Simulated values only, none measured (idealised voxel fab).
The following process module bears the name voxel transistor to metal.
It is cross-section cut that appears here, measuring 175 nm in width, its square cells being 5 nm in size.
We lay out every cross-section as a grid of square cells and spell it out in bands from the top down, where one band means one or more rows of cells. This entry defines a band. It first specifies the height of the band's top and the height of its bottom in nm, and then specifies the band's materials from left to right, stating each material with its width in nm. The word "throughout" identifies a single material that fills the band from edge to edge, while the word "air" identifies empty space. Measure heights from 0. That's the level where, below it, the as-received wafer is all one material. The lowest band is bottomless and extends downward; write it as in "top 0, no bottom". Width "30 to 40": first value at the band's top row of cells, second value at its bottom row, equal change from row to row. It should be understood that the words "everything unchanged", when stated for a given step, signify that the cross-section underwent no change in any of its cells during that step. In the "Closed void catalog" entry, you get each enclosed empty space of 8 cells or more, one with no open way to the top, written width x height at distance, distance from the left edge, in nm. That trailing text on a step's line, after the settings, is the simulator's own remark on the step. A step line may carry the setting "overlay nm", which, for steps involving a mask, states the distance by which the mask lay to the right of its intended position; negative values denote displacement to the left.
**The steps planned for the process are as follows**
- 1: op RECEIVE | material Si
- 2: op OXIDIZE | depth nm 5
- 3: op CONFORMAL_DEP | material SiN | thk nm 15
- 4: op DIRECTIONAL_DEP | material aC | thk nm 10
- 5: op PATTERN | tone cover | mask id ACTIVE | material resist | width nm 105 | thk nm 30 | overlay nm 0
- 6: op DIRECTIONAL_ETCH | etch materials aC | depth nm 10
- 7: op STRIP | etch materials resist
- 8: op DIRECTIONAL_ETCH | etch materials SiN | depth nm 15
- 9: op DIRECTIONAL_ETCH | etch materials SiO2 | depth nm 5
- 10: op DIRECTIONAL_ETCH | etch materials Si | depth nm 35
- 11: op STRIP | etch materials aC
- 12: op OXIDIZE | depth nm 5
- 13: op FILL_DEP | material SiO2 | thk nm 5
- 14: op CMP | height nm 15
- 15: op SELECTIVE_ETCH | etch materials SiO2 | depth nm 5
- 16: op STRIP | etch materials SiN
- 17: op SELECTIVE_ETCH | etch materials SiO2 | depth nm 5
- 18: op OXIDIZE | depth nm 5
- 19: op DIRECTIONAL_DEP | material polySi | thk nm 25
- 20: op DIRECTIONAL_DEP | material SiCN | thk nm 10
- 21: op PATTERN | tone cover | mask id GATE | material resist | width nm 15 | thk nm 20 | overlay nm 0
- 22: op DIRECTIONAL_ETCH | etch materials SiCN | depth nm 20
- 23: op DIRECTIONAL_ETCH | etch materials polySi | depth nm 35
- 24: op STRIP | etch materials resist
- 25: op CONFORMAL_DEP | material SiO2 | thk nm 5
- 26: op DIRECTIONAL_ETCH | etch materials SiO2 | depth nm 5
- 27: op CONFORMAL_DEP | material SiN | thk nm 5
- 28: op DIRECTIONAL_ETCH | etch materials SiN | depth nm 5
- 29: op DIRECTIONAL_ETCH | etch materials SiO2 | depth nm 5
- 30: op DIRECTIONAL_ETCH | etch materials Si | depth nm 5
- 31: op EPI | material pSi | thk nm 5
- 32: op FILL_DEP | material SiO2 | thk nm 5
- 33: op CMP | height nm 30
- 34: op DIRECTIONAL_DEP | material SiO2 | thk nm 15
- 35: op DIRECTIONAL_DEP | material aC | thk nm 10
- 36: op PATTERN | tone open | mask id CONTACT | material resist | width nm 30 | pitch nm 55 | thk nm 30 | overlay nm 0
- 37: op DIRECTIONAL_ETCH | etch materials aC | depth nm 10
- 38: op STRIP | etch materials resist
- 39: op DIRECTIONAL_ETCH | etch materials SiO2 | depth nm 55
- 40: op STRIP | etch materials aC
- 41: op CONFORMAL_DEP | material TiN | thk nm 5
- 42: op FILL_DEP | material W | thk nm 5
- 43: op CMP | height nm 45
- 44: op CONFORMAL_DEP | material SiN | thk nm 5
- 45: op DIRECTIONAL_DEP | material SiO2 | thk nm 15
- 46: op PATTERN | tone open | mask id METAL_1 | material resist | width nm 20 | pitch nm 65 | thk nm 20 | overlay nm 0
- 47: op DIRECTIONAL_ETCH | etch materials SiO2 | depth nm 15
- 48: op DIRECTIONAL_ETCH | etch materials SiN | depth nm 5
- 49: op STRIP | etch materials resist
- 50: op CONFORMAL_DEP | material TiN | thk nm 5
- 51: op FILL_DEP | material Ru | thk nm 5
- 52: op CMP | height nm 65
- 53: op EPI | material Ru | thk nm 5
- 54: op FILL_DEP | material SiCN | thk nm 5
**Cross-section, incoming material, after step 1**
	top 0, no bottom = Si throughout
	Closed void catalog: none
**Cross-sectional result after module completion. Note: starting condition and plan are unchanged from above; one processing mistake was made**
	top 75, bottom 70 = SiCN throughout
	top 70, bottom 65 = SiCN: 40 / Ru: 30 / SiCN: 35 / Ru: 30 / SiCN: 40
	top 65, bottom 60 = SiN: 45 / TiN: 20 / SiN: 45 / TiN: 20 / SiN: 45
	top 60, bottom 45 = SiO2 throughout
	top 45, bottom 35 = SiO2: 45 / TiN: 5 / W: 20 / TiN: 5 / SiO2: 25 / TiN: 5 / W: 20 / TiN: 5 / SiO2: 45
	top 35, bottom 30 = SiO2: 45 / TiN: 5 / W: 15 / TiN: 10 / SiO2: 25 / TiN: 10 / W: 15 / TiN: 5 / SiO2: 45
	top 30, bottom 20 = SiO2: 45 / TiN: 5 / W: 15 / TiN: 5 / SiN: 5 / SiO2: 5 / SiCN: 15 / SiO2: 5 / SiN: 5 / TiN: 5 / W: 15 / TiN: 5 / SiO2: 45
	top 20, bottom 5 = SiO2: 45 / TiN: 5 / W: 15 / TiN: 5 / SiN: 5 / SiO2: 5 / polySi: 15 / SiO2: 5 / SiN: 5 / TiN: 5 / W: 15 / TiN: 5 / SiO2: 45
	top 5, bottom -5 = SiO2: 35 / SiN: 5 / SiO2: 5 / TiN: 5 / W: 15 to 10 / TiN: 5 to 10 / SiN: 5 / SiO2: 5 / polySi: 15 / SiO2: 5 / SiN: 5 / TiN: 5 to 10 / W: 15 to 10 / TiN: 5 / SiO2: 5 / SiN: 5 / SiO2: 35
	top -5, bottom -10 = SiO2: 45 / TiN: 20 / pSi: 5 / SiO2: 35 / pSi: 5 / TiN: 20 / SiO2: 45
	top -10, bottom -15 = SiO2: 40 / pSi: 30 / Si: 35 / pSi: 30 / SiO2: 40
	top -15, bottom -45 = SiO2: 40 / Si: 95 / SiO2: 40
	top -45, no bottom = Si throughout
	Closed void catalog: none
Finding, execution versus plan: steps 44 and 45 of the plan were each performed in the slot designated for the other
